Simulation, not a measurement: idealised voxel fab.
Process module heading - voxel quadruple lines
This is section cut - it's 170 nm across, gridded in 5 nm square cells.
We lay out every cross-section as a grid of square cells and spell it out in bands from the top down, where one band means one or more rows of cells. Look at the band entry: it leads with the top's height and the bottom's height in nm. Then it lists the materials left to right, with a width in nm for each. The word "edge to edge" on a single material says that material fills the band edge to edge. The word "empty" is empty space. Height 0 is the level under which the wafer as received is all one material. The lowest band goes on downwards, as in "0 nm and below". Read "30..40" as a graded width: first number on top, second number at the bottom, same change between each pair of neighbouring rows. When a step is marked "everything unchanged", none of the cells in the cross-section changed during that step. Any empty space of 8 cells or more lacking an open way to the top shows up in "Trapped void list" as width x height at distance, distance from the left edge, in nm. That trailing text on a step's line, after the settings, is the simulator's own remark on the step. overlay nm, on a step with a mask: how far to the right of its planned place the mask lay; to the left if negative.

The following list gives the planned process steps
- 1: RECEIVE [material Si]
- 2: CONFORMAL_DEP [material Al2O3] [thk nm 5]
- 3: DIRECTIONAL_DEP [material W] [thk nm 10]
- 4: DIRECTIONAL_DEP [material polySi] [thk nm 15]
- 5: DIRECTIONAL_DEP [material aC] [thk nm 20]
- 6: PATTERN [tone cover] [mask id MANDREL] [material resist] [width nm 20] [pitch nm 60] [thk nm 30] [overlay nm 0]
- 7: DIRECTIONAL_ETCH [etch materials aC] [depth nm 20]
- 8: STRIP [etch materials resist]
- 9: CONFORMAL_DEP [material SiO2] [thk nm 10]
- 10: DIRECTIONAL_ETCH [etch materials SiO2] [depth nm 10]
- 11: STRIP [etch materials aC]
- 12: DIRECTIONAL_ETCH [etch materials polySi] [depth nm 15]
- 13: STRIP [etch materials SiO2]
- 14: CONFORMAL_DEP [material SiCN] [thk nm 5]
- 15: DIRECTIONAL_ETCH [etch materials SiCN] [depth nm 5]
- 16: STRIP [etch materials polySi]
- 17: DIRECTIONAL_ETCH [etch materials W] [depth nm 10]
- 18: STRIP [etch materials SiCN]
- 19: FILL_DEP [material SiO2] [thk nm 10]
- 20: CMP [height nm 15]

Cross-section of the wafer as it came to us, i.e., already through step 1
	0 nm and below | Si edge to edge
	Trapped void list: none

The module was run from the start shown above using the plan shown above, but one mistake was made doing it; the resulting wafer cross-section is below
	15 nm to 10 nm | SiO2 edge to edge
	10 nm to 0 nm | SiO2 (30) | W (5) | SiO2 (10) | W (5) | SiO2 (10) | W (5) | SiO2 (10) | W (5) | SiO2 (10) | W (5) | SiO2 (10) | W (5) | SiO2 (10) | W (5) | SiO2 (10) | W (5) | SiO2 (30)
	0 nm and below | Si edge to edge
	Trapped void list: none
Against the plan, the run slipped here: plan step 2 was not performed, having been skipped
